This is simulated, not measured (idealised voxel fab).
This is a process module. Its name is voxel transistor to metal.
The cross-section shown here is cut; it is 140 nm wide and divided into square cells measuring 5 nm on a side.
In this document a cross-section is written as a grid of square cells. It is given as a series of bands, listed from the top down, and a band is one or more rows of cells.
For a band, the entry starts with two heights in nm, that of the top and then that of the bottom, and carries on with the band's materials in order from left to right, each alongside its width in nm; the word "everywhere" beside a single material means it fills the band edge to edge, and "air" means empty space.
Zero point of the height axis is 0; under it, received wafer = one material. Lowest band: continues down indefinitely, "from 0 down".
The width entry "30->40" should be interpreted row by row: the top row of cells in the band takes the first number, the bottom row takes the second number, and the change between adjacent rows is uniform throughout.
You'll sometimes find "no modification" written for a step, and that's the way of saying that nowhere in the cross-section did a cell change during that step.
Listed in "Closed void catalog": every empty space of 8 or more cells without an open way to the top. Form: width x height at distance, the distance being from the left edge, all in nm.
Formally, on a step line, whatever follows the settings is a remark that the simulator itself makes on the step.
You can add "overlay nm" to a step's line. For a step with a mask, it describes how far the mask lay to the right of its planned position, and a negative number describes a lay to the left.
Everything after this point is organized in pairs: a cross-section before one process step, a cross-section after it that shows only as deep as the lowest changed band, and, under the pair, the intervening step with its settings. Because different runs of this module on the same starting wafer can supply different pairs, a pair continues from the pair above it only if its entry headed "State before step" says so.

**State before step**
    from 0 down  Si everywhere
    Closed void catalog: none

**Post-Step Section View**
    from 0 to -5  SiO2 everywhere
    Beneath the level -5, the cross-section is identical to its previous state.
    Closed void catalog: none
Looking at the two cross-sections above, the step in the middle is OXIDIZE, depth nm 5

State before step: starting point is the after cross-section of the pair just above.

**Post-Step Section View**
    from 10 to 0  SiN everywhere
    Beneath the level 0, the cross-section is identical to its previous state.
    Closed void catalog: none
Looking at the two cross-sections above, the step in the middle is CONFORMAL_DEP, material SiN, thk nm 10

State before step: starting point is the after cross-section of the pair just above.

**Post-Step Section View**
    from 25 to 10  air: 15 | resist: 105 | air: 20
    Beneath the level 10, the cross-section is identical to its previous state.
    Closed void catalog: none
Looking at the two cross-sections above, the step in the middle is PATTERN, tone cover, mask id ACTIVE, material resist, width nm 105, thk nm 15, overlay nm 0

State before step: starting point is the after cross-section of the pair just above.

**Post-Step Section View**
    from 25 to 10  air: 15 | resist: 105 | air: 20
    from 10 to 0  air: 15 | SiN: 105 | air: 20
    Beneath the level 0, the cross-section is identical to its previous state.
    Closed void catalog: none
Looking at the two cross-sections above, the step in the middle is DIRECTIONAL_ETCH, etch materials SiN, depth nm 10

State before step: starting point is the after cross-section of the pair just above.

**Post-Step Section View**
    from 25 to 10  air: 15 | resist: 105 | air: 20
    from 10 to 0  air: 15 | SiN: 105 | air: 20
    from 0 to -5  air: 15 | SiO2: 105 | air: 20
    Beneath the level -5, the cross-section is identical to its previous state.
    Closed void catalog: none
Looking at the two cross-sections above, the step in the middle is DIRECTIONAL_ETCH, etch materials SiO2, depth nm 5

State before step: starting point is the after cross-section of the pair just above.

**Post-Step Section View**
    from 25 to 10  air: 15 | resist: 105 | air: 20
    from 10 to 0  air: 15 | SiN: 105 | air: 20
    from 0 to -5  air: 15 | SiO2: 105 | air: 20
    from -5 to -30  air: 15 | Si: 105 | air: 20
    Beneath the level -30, the cross-section is identical to its previous state.
    Closed void catalog: none
Looking at the two cross-sections above, the step in the middle is DIRECTIONAL_ETCH, etch materials Si, depth nm 25

State before step: starting point is the after cross-section of the pair just above.

**Post-Step Section View**
    from 10 to 0  air: 15 | SiN: 105 | air: 20
    Beneath the level 0, the cross-section is identical to its previous state.
    Closed void catalog: none
Looking at the two cross-sections above, the step in the middle is STRIP, etch materials resist

State before step: starting point is the after cross-section of the pair just above.

**Post-Step Section View**
    from 10 to 0  air: 15 | SiN: 105 | air: 20
    from 0 to -5  air: 15 | SiO2: 105 | air: 20
    from -5 to -30  air: 15 | SiO2: 5 | Si: 95 | SiO2: 5 | air: 20
    from -30 to -35  SiO2: 20 | Si: 95 | SiO2: 25
    Beneath the level -35, the cross-section is identical to its previous state.
    Closed void catalog: none
Looking at the two cross-sections above, the step in the middle is OXIDIZE, depth nm 5

State before step: starting point is the after cross-section of the pair just above.

**Post-Step Section View**
    from 15 to 10  SiO2 everywhere
    from 10 to 0  SiO2: 15 | SiN: 105 | SiO2: 20
    from 0 to -5  SiO2 everywhere
    from -5 to -35  SiO2: 20 | Si: 95 | SiO2: 25
    Beneath the level -35, the cross-section is identical to its previous state.
    Closed void catalog: none
Looking at the two cross-sections above, the step in the middle is FILL_DEP, material SiO2, thk nm 5

State before step: starting point is the after cross-section of the pair just above.

**Post-Step Section View**
    from 10 to 0  SiO2: 15 | SiN: 105 | SiO2: 20
    Beneath the level 0, the cross-section is identical to its previous state.
    Closed void catalog: none
Looking at the two cross-sections above, the step in the middle is CMP, height nm 10

State before step: starting point is the after cross-section of the pair just above.

**Post-Step Section View**
    from 10 to 0  air: 15 | SiN: 105 | air: 20
    Beneath the level 0, the cross-section is identical to its previous state.
    Closed void catalog: none
Looking at the two cross-sections above, the step in the middle is SELECTIVE_ETCH, etch materials SiO2, depth nm 10

State before step: starting point is the after cross-section of the pair just above.

**Post-Step Section View**
    from 0 to -5  SiO2 everywhere
    Beneath the level -5, the cross-section is identical to its previous state.
    Closed void catalog: none
Looking at the two cross-sections above, the step in the middle is STRIP, etch materials SiN

State before step: starting point is the after cross-section of the pair just above.

**Post-Step Section View**
    from -5 to -35  SiO2: 20 | Si: 95 | SiO2: 25
    Beneath the level -35, the cross-section is identical to its previous state.
    Closed void catalog: none
Looking at the two cross-sections above, the step in the middle is SELECTIVE_ETCH, etch materials SiO2, depth nm 5

State before step: starting point is the after cross-section of the pair just above.

**Post-Step Section View**
    from -5 to -10  SiO2 everywhere
    Beneath the level -10, the cross-section is identical to its previous state.
    Closed void catalog: none
Looking at the two cross-sections above, the step in the middle is OXIDIZE, depth nm 5

State before step: starting point is the after cross-section of the pair just above.

**Post-Step Section View**
    from 20 to -5  polySi everywhere
    Beneath the level -5, the cross-section is identical to its previous state.
    Closed void catalog: none
Looking at the two cross-sections above, the step in the middle is DIRECTIONAL_DEP, material polySi, thk nm 25

State before step: starting point is the after cross-section of the pair just above.

**Post-Step Section View**
    from 35 to 20  SiCN everywhere
    Beneath the level 20, the cross-section is identical to its previous state.
    Closed void catalog: none
Looking at the two cross-sections above, the step in the middle is DIRECTIONAL_DEP, material SiCN, thk nm 15

State before step: starting point is the after cross-section of the pair just above.

**Post-Step Section View**
    from 55 to 35  air: 60 | resist: 15 | air: 65
    Beneath the level 35, the cross-section is identical to its previous state.
    Closed void catalog: none
Looking at the two cross-sections above, the step in the middle is PATTERN, tone cover, mask id GATE, material resist, width nm 15, thk nm 20, overlay nm 0

State before step: starting point is the after cross-section of the pair just above.

**Post-Step Section View**
    from 55 to 35  air: 60 | resist: 15 | air: 65
    from 35 to 20  air: 60 | SiCN: 15 | air: 65
    Beneath the level 20, the cross-section is identical to its previous state.
    Closed void catalog: none
Looking at the two cross-sections above, the step in the middle is DIRECTIONAL_ETCH, etch materials SiCN, depth nm 25

State before step: starting point is the after cross-section of the pair just above.

**Post-Step Section View**
    from 55 to 35  air: 60 | resist: 15 | air: 65
    from 35 to 20  air: 60 | SiCN: 15 | air: 65
    from 20 to -5  air: 60 | polySi: 15 | air: 65
    Beneath the level -5, the cross-section is identical to its previous state.
    Closed void catalog: none
Looking at the two cross-sections above, the step in the middle is DIRECTIONAL_ETCH, etch materials polySi, depth nm 35

State before step: starting point is the after cross-section of the pair just above.

**Post-Step Section View**
    from 35 to 20  air: 60 | SiCN: 15 | air: 65
    Beneath the level 20, the cross-section is identical to its previous state.
    Closed void catalog: none
Looking at the two cross-sections above, the step in the middle is STRIP, etch materials resist

State before step: starting point is the after cross-section of the pair just above.

**Post-Step Section View**
    from 40 to 35  air: 55 | SiO2: 25 | air: 60
    from 35 to 20  air: 55 | SiO2: 5 | SiCN: 15 | SiO2: 5 | air: 60
    from 20 to 0  air: 55 | SiO2: 5 | polySi: 15 | SiO2: 5 | air: 60
    from 0 to -5  SiO2: 60 | polySi: 15 | SiO2: 65
    Beneath the level -5, the cross-section is identical to its previous state.
    Closed void catalog: none
Looking at the two cross-sections above, the step in the middle is CONFORMAL_DEP, material SiO2, thk nm 5

State before step: starting point is the after cross-section of the pair just above.

**Post-Step Section View**
    from 35 to 20  air: 55 | SiO2: 5 | SiCN: 15 | SiO2: 5 | air: 60
    from 20 to -5  air: 55 | SiO2: 5 | polySi: 15 | SiO2: 5 | air: 60
    Beneath the level -5, the cross-section is identical to its previous state.
    Closed void catalog: none
Looking at the two cross-sections above, the step in the middle is DIRECTIONAL_ETCH, etch materials SiO2, depth nm 5

State before step: starting point is the after cross-section of the pair just above.

**Post-Step Section View**
    from 40 to 35  air: 50 | SiN: 35 | air: 55
    from 35 to 20  air: 50 | SiN: 5 | SiO2: 5 | SiCN: 15 | SiO2: 5 | SiN: 5 | air: 55
    from 20 to 0  air: 50 | SiN: 5 | SiO2: 5 | polySi: 15 | SiO2: 5 | SiN: 5 | air: 55
    from 0 to -5  SiN: 55 | SiO2: 5 | polySi: 15 | SiO2: 5 | SiN: 60
    Beneath the level -5, the cross-section is identical to its previous state.
    Closed void catalog: none
Looking at the two cross-sections above, the step in the middle is CONFORMAL_DEP, material SiN, thk nm 5

State before step: starting point is the after cross-section of the pair just above.

**Post-Step Section View**
    from 35 to 20  air: 50 | SiN: 5 | SiO2: 5 | SiCN: 15 | SiO2: 5 | SiN: 5 | air: 55
    from 20 to -5  air: 50 | SiN: 5 | SiO2: 5 | polySi: 15 | SiO2: 5 | SiN: 5 | air: 55
    Beneath the level -5, the cross-section is identical to its previous state.
    Closed void catalog: none
Looking at the two cross-sections above, the step in the middle is DIRECTIONAL_ETCH, etch materials SiN, depth nm 5

State before step: starting point is the after cross-section of the pair just above.

**Post-Step Section View**
    from 35 to 30  air: 50 | SiN: 5 | air: 5 | SiCN: 15 | air: 5 | SiN: 5 | air: 55
    from 30 to 20  air: 50 | SiN: 5 | SiO2: 5 | SiCN: 15 | SiO2: 5 | SiN: 5 | air: 55
    from 20 to -5  air: 50 | SiN: 5 | SiO2: 5 | polySi: 15 | SiO2: 5 | SiN: 5 | air: 55
    from -5 to -10  air: 50 | SiO2: 35 | air: 55
    Beneath the level -10, the cross-section is identical to its previous state.
    Closed void catalog: none
Looking at the two cross-sections above, the step in the middle is DIRECTIONAL_ETCH, etch materials SiO2, depth nm 5

State before step: starting point is the after cross-section of the pair just above.

**Post-Step Section View**
    from 35 to 30  air: 50 | SiN: 5 | air: 5 | SiCN: 15 | air: 5 | SiN: 5 | air: 55
    from 30 to 20  air: 50 | SiN: 5 | SiO2: 5 | SiCN: 15 | SiO2: 5 | SiN: 5 | air: 55
    from 20 to -5  air: 50 | SiN: 5 | SiO2: 5 | polySi: 15 | SiO2: 5 | SiN: 5 | air: 55
    from -5 to -10  air: 50 | SiO2: 35 | air: 55
    from -10 to -20  SiO2: 20 | air: 30 | Si: 35 | air: 30 | SiO2: 25
    Beneath the level -20, the cross-section is identical to its previous state.
    Closed void catalog: none
Looking at the two cross-sections above, the step in the middle is DIRECTIONAL_ETCH, etch materials Si, depth nm 10

State before step: starting point is the after cross-section of the pair just above.

**Post-Step Section View**
    from 35 to 30  air: 50 | SiN: 5 | air: 5 | SiCN: 15 | air: 5 | SiN: 5 | air: 55
    from 30 to 20  air: 50 | SiN: 5 | SiO2: 5 | SiCN: 15 | SiO2: 5 | SiN: 5 | air: 55
    from 20 to 0  air: 50 | SiN: 5 | SiO2: 5 | polySi: 15 | SiO2: 5 | SiN: 5 | air: 55
    from 0 to -5  air: 40 | SiGe: 10 | SiN: 5 | SiO2: 5 | polySi: 15 | SiO2: 5 | SiN: 5 | SiGe: 10 | air: 45
    from -5 to -10  air: 40 | SiGe: 10 | SiO2: 35 | SiGe: 10 | air: 45
    from -10 to -20  SiO2: 20 | SiGe: 30 | Si: 35 | SiGe: 30 | SiO2: 25
    Beneath the level -20, the cross-section is identical to its previous state.
    Closed void catalog: none
Looking at the two cross-sections above, the step in the middle is EPI, material SiGe, thk nm 10

State before step: starting point is the after cross-section of the pair just above.

**Post-Step Section View**
    from 45 to 35  SiO2 everywhere
    from 35 to 20  SiO2: 50 | SiN: 5 | SiO2: 5 | SiCN: 15 | SiO2: 5 | SiN: 5 | SiO2: 55
    from 20 to 0  SiO2: 50 | SiN: 5 | SiO2: 5 | polySi: 15 | SiO2: 5 | SiN: 5 | SiO2: 55
    from 0 to -5  SiO2: 40 | SiGe: 10 | SiN: 5 | SiO2: 5 | polySi: 15 | SiO2: 5 | SiN: 5 | SiGe: 10 | SiO2: 45
    from -5 to -10  SiO2: 40 | SiGe: 10 | SiO2: 35 | SiGe: 10 | SiO2: 45
    Beneath the level -10, the cross-section is identical to its previous state.
    Closed void catalog: none
Looking at the two cross-sections above, the step in the middle is FILL_DEP, material SiO2, thk nm 10

State before step: starting point is the after cross-section of the pair just above.

**Post-Step Section View**
    from 35 to 20  SiO2: 50 | SiN: 5 | SiO2: 5 | SiCN: 15 | SiO2: 5 | SiN: 5 | SiO2: 55
    Beneath the level 20, the cross-section is identical to its previous state.
    Closed void catalog: none
Looking at the two cross-sections above, the step in the middle is CMP, height nm 35

State before step: starting point is the after cross-section of the pair just above.

**Post-Step Section View**
    from 50 to 35  SiO2 everywhere
    Beneath the level 35, the cross-section is identical to its previous state.
    Closed void catalog: none
Looking at the two cross-sections above, the step in the middle is DIRECTIONAL_DEP, material SiO2, thk nm 15

State before step: starting point is the after cross-section of the pair just above.

**Post-Step Section View**
    from 50 to 35  SiO2: 20 | air: 20 | SiO2: 55 | air: 20 | SiO2: 25
    from 35 to 20  SiO2: 20 | air: 20 | SiO2: 10 | SiN: 5 | SiO2: 5 | SiCN: 15 | SiO2: 5 | SiN: 5 | SiO2: 10 | air: 20 | SiO2: 25
    from 20 to 0  SiO2: 20 | air: 20 | SiO2: 10 | SiN: 5 | SiO2: 5 | polySi: 15 | SiO2: 5 | SiN: 5 | SiO2: 10 | air: 20 | SiO2: 25
    from 0 to -5  SiO2: 20 | air: 20 | SiGe: 10 | SiN: 5 | SiO2: 5 | polySi: 15 | SiO2: 5 | SiN: 5 | SiGe: 10 | air: 20 | SiO2: 25
    from -5 to -10  SiO2: 20 | air: 20 | SiGe: 10 | SiO2: 35 | SiGe: 10 | air: 20 | SiO2: 25
    Beneath the level -10, the cross-section is identical to its previous state.
    Closed void catalog: none
Looking at the two cross-sections above, the step in the middle is MASKED_ETCH, tone open, mask id CONTACT, width nm 20, pitch nm 75, etch materials SiO2, depth nm 60, overlay nm 0

State before step: starting point is the after cross-section of the pair just above.

**Post-Step Section View**
    from 55 to 50  TiN: 25 | air: 10 | TiN: 65 | air: 10 | TiN: 30
    from 50 to 35  SiO2: 20 | TiN: 5 | air: 10 | TiN: 5 | SiO2: 55 | TiN: 5 | air: 10 | TiN: 5 | SiO2: 25
    from 35 to 20  SiO2: 20 | TiN: 5 | air: 10 | TiN: 5 | SiO2: 10 | SiN: 5 | SiO2: 5 | SiCN: 15 | SiO2: 5 | SiN: 5 | SiO2: 10 | TiN: 5 | air: 10 | TiN: 5 | SiO2: 25
    from 20 to 0  SiO2: 20 | TiN: 5 | air: 10 | TiN: 5 | SiO2: 10 | SiN: 5 | SiO2: 5 | polySi: 15 | SiO2: 5 | SiN: 5 | SiO2: 10 | TiN: 5 | air: 10 | TiN: 5 | SiO2: 25
    from 0 to -5  SiO2: 20 | TiN: 5 | air: 10 | TiN: 5 | SiGe: 10 | SiN: 5 | SiO2: 5 | polySi: 15 | SiO2: 5 | SiN: 5 | SiGe: 10 | TiN: 5 | air: 10 | TiN: 5 | SiO2: 25
    from -5 to -10  SiO2: 20 | TiN: 20 | SiGe: 10 | SiO2: 35 | SiGe: 10 | TiN: 20 | SiO2: 25
    Beneath the level -10, the cross-section is identical to its previous state.
    Closed void catalog: none
Looking at the two cross-sections above, the step in the middle is CONFORMAL_DEP, material TiN, thk nm 5

State before step: starting point is the after cross-section of the pair just above.

**Post-Step Section View**
    from 60 to 55  W everywhere
    from 55 to 50  TiN: 25 | W: 10 | TiN: 65 | W: 10 | TiN: 30
    from 50 to 35  SiO2: 20 | TiN: 5 | W: 10 | TiN: 5 | SiO2: 55 | TiN: 5 | W: 10 | TiN: 5 | SiO2: 25
    from 35 to 20  SiO2: 20 | TiN: 5 | W: 10 | TiN: 5 | SiO2: 10 | SiN: 5 | SiO2: 5 | SiCN: 15 | SiO2: 5 | SiN: 5 | SiO2: 10 | TiN: 5 | W: 10 | TiN: 5 | SiO2: 25
    from 20 to 0  SiO2: 20 | TiN: 5 | W: 10 | TiN: 5 | SiO2: 10 | SiN: 5 | SiO2: 5 | polySi: 15 | SiO2: 5 | SiN: 5 | SiO2: 10 | TiN: 5 | W: 10 | TiN: 5 | SiO2: 25
    from 0 to -5  SiO2: 20 | TiN: 5 | W: 10 | TiN: 5 | SiGe: 10 | SiN: 5 | SiO2: 5 | polySi: 15 | SiO2: 5 | SiN: 5 | SiGe: 10 | TiN: 5 | W: 10 | TiN: 5 | SiO2: 25
    Beneath the level -5, the cross-section is identical to its previous state.
    Closed void catalog: none
Looking at the two cross-sections above, the step in the middle is FILL_DEP, material W, thk nm 5

State before step: starting point is the after cross-section of the pair just above.

**Post-Step Section View**
    from 50 to 35  SiO2: 20 | TiN: 5 | W: 10 | TiN: 5 | SiO2: 55 | TiN: 5 | W: 10 | TiN: 5 | SiO2: 25
    Beneath the level 35, the cross-section is identical to its previous state.
    Closed void catalog: none
Looking at the two cross-sections above, the step in the middle is CMP, height nm 50

State before step: starting point is the after cross-section of the pair just above.

**Post-Step Section View**
    from 55 to 50  SiN everywhere
    Beneath the level 50, the cross-section is identical to its previous state.
    Closed void catalog: none
Looking at the two cross-sections above, the step in the middle is CONFORMAL_DEP, material SiN, thk nm 5

State before step: starting point is the after cross-section of the pair just above.

**Post-Step Section View**
    from 80 to 55  SiO2 everywhere
    Beneath the level 55, the cross-section is identical to its previous state.
    Closed void catalog: none
Looking at the two cross-sections above, the step in the middle is DIRECTIONAL_DEP, material SiO2, thk nm 25

State before step: starting point is the after cross-section of the pair just above.

**Post-Step Section View**
    from 80 to 55  SiO2: 20 | air: 20 | SiO2: 55 | air: 20 | SiO2: 25
    Beneath the level 55, the cross-section is identical to its previous state.
    Closed void catalog: none
Looking at the two cross-sections above, the step in the middle is MASKED_ETCH, tone open, mask id METAL_1, width nm 20, pitch nm 75, etch materials SiO2, depth nm 25, overlay nm 0

State before step: starting point is the after cross-section of the pair just above.

**Post-Step Section View**
    from 80 to 55  SiO2: 20 | air: 20 | SiO2: 55 | air: 20 | SiO2: 25
    from 55 to 50  SiN: 20 | air: 20 | SiN: 55 | air: 20 | SiN: 25
    Beneath the level 50, the cross-section is identical to its previous state.
    Closed void catalog: none
Looking at the two cross-sections above, the step in the middle is MASKED_ETCH, tone open, mask id METAL_1, width nm 20, pitch nm 75, etch materials SiN, depth nm 5, overlay nm 0

State before step: starting point is the after cross-section of the pair just above.

**Post-Step Section View**
    from 85 to 80  TiN: 25 | air: 10 | TiN: 65 | air: 10 | TiN: 30
    from 80 to 55  SiO2: 20 | TiN: 5 | air: 10 | TiN: 5 | SiO2: 55 | TiN: 5 | air: 10 | TiN: 5 | SiO2: 25
    from 55 to 50  SiN: 20 | TiN: 20 | SiN: 55 | TiN: 20 | SiN: 25
    Beneath the level 50, the cross-section is identical to its previous state.
    Closed void catalog: none
Looking at the two cross-sections above, the step in the middle is CONFORMAL_DEP, material TiN, thk nm 5

State before step: starting point is the after cross-section of the pair just above.

**Post-Step Section View**
    from 95 to 85  Cu everywhere
    from 85 to 80  TiN: 25 | Cu: 10 | TiN: 65 | Cu: 10 | TiN: 30
    from 80 to 55  SiO2: 20 | TiN: 5 | Cu: 10 | TiN: 5 | SiO2: 55 | TiN: 5 | Cu: 10 | TiN: 5 | SiO2: 25
    Beneath the level 55, the cross-section is identical to its previous state.
    Closed void catalog: none
Looking at the two cross-sections above, the step in the middle is FILL_DEP, material Cu, thk nm 10

State before step: starting point is the after cross-section of the pair just above.

**Post-Step Section View**
    from 80 to 55  SiO2: 20 | TiN: 5 | Cu: 10 | TiN: 5 | SiO2: 55 | TiN: 5 | Cu: 10 | TiN: 5 | SiO2: 25
    Beneath the level 55, the cross-section is identical to its previous state.
    Closed void catalog: none
Looking at the two cross-sections above, the step in the middle is CMP, height nm 80

State before step: starting point is the after cross-section of the pair just above.

**Post-Step Section View**
    from 85 to 80  SiCN everywhere
    Beneath the level 80, the cross-section is identical to its previous state.
    Closed void catalog: none
Looking at the two cross-sections above, the step in the middle is CONFORMAL_DEP, material SiCN, thk nm 5

State before step: starting point is the after cross-section of the pair just above.

**Post-Step Section View**
    from 120 to 85  SiO2 everywhere
    Beneath the level 85, the cross-section is identical to its previous state.
    Closed void catalog: none
Looking at the two cross-sections above, the step in the middle is DIRECTIONAL_DEP, material SiO2, thk nm 35

State before step: starting point is the after cross-section of the pair just above.

**Post-Step Section View**
    from 120 to 85  SiO2: 20 | air: 15 | SiO2: 60 | air: 15 | SiO2: 30
    Beneath the level 85, the cross-section is identical to its previous state.
    Closed void catalog: none
Looking at the two cross-sections above, the step in the middle is MASKED_ETCH, tone open, mask id METAL_2_HOLES, width nm 15, pitch nm 75, etch materials SiO2, depth nm 35, overlay nm 0

State before step: starting point is the after cross-section of the pair just above.

**Post-Step Section View**
    from 135 to 120  aC: 20 | air: 15 | aC: 60 | air: 15 | aC: 30
    from 120 to 100  SiO2: 20 | air: 15 | SiO2: 60 | air: 15 | SiO2: 30
    from 100 to 85  SiO2: 20 | aC: 15 | SiO2: 60 | aC: 15 | SiO2: 30
    Beneath the level 85, the cross-section is identical to its previous state.
    Closed void catalog: none
Looking at the two cross-sections above, the step in the middle is DIRECTIONAL_DEP, material aC, thk nm 15

State before step: starting point is the after cross-section of the pair just above.

**Post-Step Section View**
    from 170 to 135  resist: 20 | air: 20 | resist: 55 | air: 20 | resist: 25
    Beneath the level 135, the cross-section is identical to its previous state.
    Closed void catalog: none
Looking at the two cross-sections above, the step in the middle is PATTERN, tone open, mask id METAL_2, material resist, width nm 20, pitch nm 75, thk nm 35, overlay nm 0

State before step: starting point is the after cross-section of the pair just above.

**Post-Step Section View**
    from 155 to 135  resist: 20 | air: 20 | resist: 55 | air: 20 | resist: 25
    from 135 to 120  aC: 20 | air: 20 | aC: 55 | air: 20 | aC: 25
    from 120 to 85  SiO2: 20 | air: 15 | SiO2: 60 | air: 15 | SiO2: 30
    Beneath the level 85, the cross-section is identical to its previous state.
    Closed void catalog: none
Looking at the two cross-sections above, the step in the middle is DIRECTIONAL_ETCH, etch materials aC, depth nm 15

State before step: starting point is the after cross-section of the pair just above.

**Post-Step Section View**
    from 135 to 120  aC: 20 | air: 20 | aC: 55 | air: 20 | aC: 25
    Beneath the level 120, the cross-section is identical to its previous state.
    Closed void catalog: none
Looking at the two cross-sections above, the step in the middle is STRIP, etch materials resist

State before step: starting point is the after cross-section of the pair just above.

**Post-Step Section View**
    from 135 to 120  aC: 20 | air: 20 | aC: 55 | air: 20 | aC: 25
    from 120 to 100  SiO2: 20 | air: 20 | SiO2: 55 | air: 20 | SiO2: 25
    Beneath the level 100, the cross-section is identical to its previous state.
    Closed void catalog: none
Looking at the two cross-sections above, the step in the middle is DIRECTIONAL_ETCH, etch materials SiO2, depth nm 20

State before step: starting point is the after cross-section of the pair just above.

**Post-Step Section View**
    from 135 to 120  aC: 20 | air: 20 | aC: 55 | air: 20 | aC: 25
    from 120 to 100  SiO2: 20 | air: 20 | SiO2: 55 | air: 20 | SiO2: 25
    from 100 to 85  SiO2: 20 | air: 15 | SiO2: 60 | air: 15 | SiO2: 30
    from 85 to 80  SiCN: 20 | air: 15 | SiCN: 60 | air: 15 | SiCN: 30
    Beneath the level 80, the cross-section is identical to its previous state.
    Closed void catalog: none
Looking at the two cross-sections above, the step in the middle is DIRECTIONAL_ETCH, etch materials SiCN, depth nm 5

State before step: starting point is the after cross-section of the pair just above.

**Post-Step Section View**
    from 120 to 100  SiO2: 20 | air: 20 | SiO2: 55 | air: 20 | SiO2: 25
    Beneath the level 100, the cross-section is identical to its previous state.
    Closed void catalog: none
Looking at the two cross-sections above, the step in the middle is STRIP, etch materials aC

State before step: starting point is the after cross-section of the pair just above.

**Post-Step Section View**
    from 125 to 120  TiN: 25 | air: 10 | TiN: 65 | air: 10 | TiN: 30
    from 120 to 105  SiO2: 20 | TiN: 5 | air: 10 | TiN: 5 | SiO2: 55 | TiN: 5 | air: 10 | TiN: 5 | SiO2: 25
    from 105 to 100  SiO2: 20 | TiN: 5 | air: 5 | TiN: 10 | SiO2: 55 | TiN: 5 | air: 5 | TiN: 10 | SiO2: 25
    from 100 to 85  SiO2: 20 | TiN: 5 | air: 5 | TiN: 5 | SiO2: 60 | TiN: 5 | air: 5 | TiN: 5 | SiO2: 30
    from 85 to 80  SiCN: 20 | TiN: 15 | SiCN: 60 | TiN: 15 | SiCN: 30
    Beneath the level 80, the cross-section is identical to its previous state.
    Closed void catalog: none
Looking at the two cross-sections above, the step in the middle is CONFORMAL_DEP, material TiN, thk nm 5

State before step: starting point is the after cross-section of the pair just above.

**Post-Step Section View**
    from 135 to 125  Ru everywhere
    from 125 to 120  TiN: 25 | Ru: 10 | TiN: 65 | Ru: 10 | TiN: 30
    from 120 to 105  SiO2: 20 | TiN: 5 | Ru: 10 | TiN: 5 | SiO2: 55 | TiN: 5 | Ru: 10 | TiN: 5 | SiO2: 25
    from 105 to 100  SiO2: 20 | TiN: 5 | Ru: 5 | TiN: 10 | SiO2: 55 | TiN: 5 | Ru: 5 | TiN: 10 | SiO2: 25
    from 100 to 85  SiO2: 20 | TiN: 5 | Ru: 5 | TiN: 5 | SiO2: 60 | TiN: 5 | Ru: 5 | TiN: 5 | SiO2: 30
    Beneath the level 85, the cross-section is identical to its previous state.
    Closed void catalog: none
Looking at the two cross-sections above, the step in the middle is FILL_DEP, material Ru, thk nm 10

State before step: starting point is the after cross-section of the pair just above.

**Post-Step Section View**
    from 120 to 105  SiO2: 20 | TiN: 5 | Ru: 10 | TiN: 5 | SiO2: 55 | TiN: 5 | Ru: 10 | TiN: 5 | SiO2: 25
    Beneath the level 105, the cross-section is identical to its previous state.
    Closed void catalog: none
Looking at the two cross-sections above, the step in the middle is CMP, height nm 120

State before step: starting point is the after cross-section of the pair just above.

**Post-Step Section View**
    from 125 to 120  SiN everywhere
    Beneath the level 120, the cross-section is identical to its previous state.
    Closed void catalog: none
Looking at the two cross-sections above, the step in the middle is CONFORMAL_DEP, material SiN, thk nm 5

**State before step**
    from 135 to 125  Ru everywhere
    from 125 to 120  TiN: 25 | Ru: 10 | TiN: 65 | Ru: 10 | TiN: 30
    from 120 to 105  SiO2: 20 | TiN: 5 | Ru: 10 | TiN: 5 | SiO2: 55 | TiN: 5 | Ru: 10 | TiN: 5 | SiO2: 25
    from 105 to 100  SiO2: 20 | TiN: 5 | Ru: 5 | TiN: 10 | SiO2: 55 | TiN: 5 | Ru: 5 | TiN: 10 | SiO2: 25
    from 100 to 85  SiO2: 20 | TiN: 5 | Ru: 5 | TiN: 5 | SiO2: 60 | TiN: 5 | Ru: 5 | TiN: 5 | SiO2: 30
    from 85 to 80  SiCN: 20 | TiN: 15 | SiCN: 60 | TiN: 15 | SiCN: 30
    from 80 to 55  SiO2: 20 | TiN: 5 | Cu: 10 | TiN: 5 | SiO2: 55 | TiN: 5 | Cu: 10 | TiN: 5 | SiO2: 25
    from 55 to 50  SiN: 20 | TiN: 20 | SiN: 55 | TiN: 20 | SiN: 25
    from 50 to 35  SiO2: 20 | TiN: 5 | W: 10 | TiN: 5 | SiO2: 55 | TiN: 5 | W: 10 | TiN: 5 | SiO2: 25
    from 35 to 20  SiO2: 20 | TiN: 5 | W: 10 | TiN: 5 | SiO2: 10 | SiN: 5 | SiO2: 5 | SiCN: 15 | SiO2: 5 | SiN: 5 | SiO2: 10 | TiN: 5 | W: 10 | TiN: 5 | SiO2: 25
    from 20 to 0  SiO2: 20 | TiN: 5 | W: 10 | TiN: 5 | SiO2: 10 | SiN: 5 | SiO2: 5 | polySi: 15 | SiO2: 5 | SiN: 5 | SiO2: 10 | TiN: 5 | W: 10 | TiN: 5 | SiO2: 25
    from 0 to -5  SiO2: 20 | TiN: 5 | W: 10 | TiN: 5 | SiGe: 10 | SiN: 5 | SiO2: 5 | polySi: 15 | SiO2: 5 | SiN: 5 | SiGe: 10 | TiN: 5 | W: 10 | TiN: 5 | SiO2: 25
    from -5 to -10  SiO2: 20 | TiN: 20 | SiGe: 10 | SiO2: 35 | SiGe: 10 | TiN: 20 | SiO2: 25
    from -10 to -20  SiO2: 20 | SiGe: 30 | Si: 35 | SiGe: 30 | SiO2: 25
    from -20 to -35  SiO2: 20 | Si: 95 | SiO2: 25
    from -35 down  Si everywhere
    Closed void catalog: none

**Post-Step Section View**
    from 140 to 135  SiN everywhere
    Beneath the level 135, the cross-section is identical to its previous state.
    Closed void catalog: none
Looking at the two cross-sections above, the step in the middle is CONFORMAL_DEP, material SiN, thk nm 5

**State before step**
    from 35 to 20  SiCN everywhere
    from 20 to -5  polySi everywhere
    from -5 to -10  SiO2 everywhere
    from -10 to -35  SiO2: 20 | Si: 95 | SiO2: 25
    from -35 down  Si everywhere
    Closed void catalog: none

**Post-Step Section View**
    from 50 to 20  SiCN everywhere
    Beneath the level 20, the cross-section is identical to its previous state.
    Closed void catalog: none
Looking at the two cross-sections above, the step in the middle is DIRECTIONAL_DEP, material SiCN, thk nm 15

State before step: starting point is the after cross-section of the pair just above.

**Post-Step Section View**
    from 70 to 50  air: 60 | resist: 15 | air: 65
    Beneath the level 50, the cross-section is identical to its previous state.
    Closed void catalog: none
Looking at the two cross-sections above, the step in the middle is PATTERN, tone cover, mask id GATE, material resist, width nm 15, thk nm 20, overlay nm 0

State before step: starting point is the after cross-section of the pair just above.

**Post-Step Section View**
    from 70 to 50  air: 60 | resist: 15 | air: 65
    from 50 to 25  air: 60 | SiCN: 15 | air: 65
    Beneath the level 25, the cross-section is identical to its previous state.
    Closed void catalog: none
Looking at the two cross-sections above, the step in the middle is DIRECTIONAL_ETCH, etch materials SiCN, depth nm 25
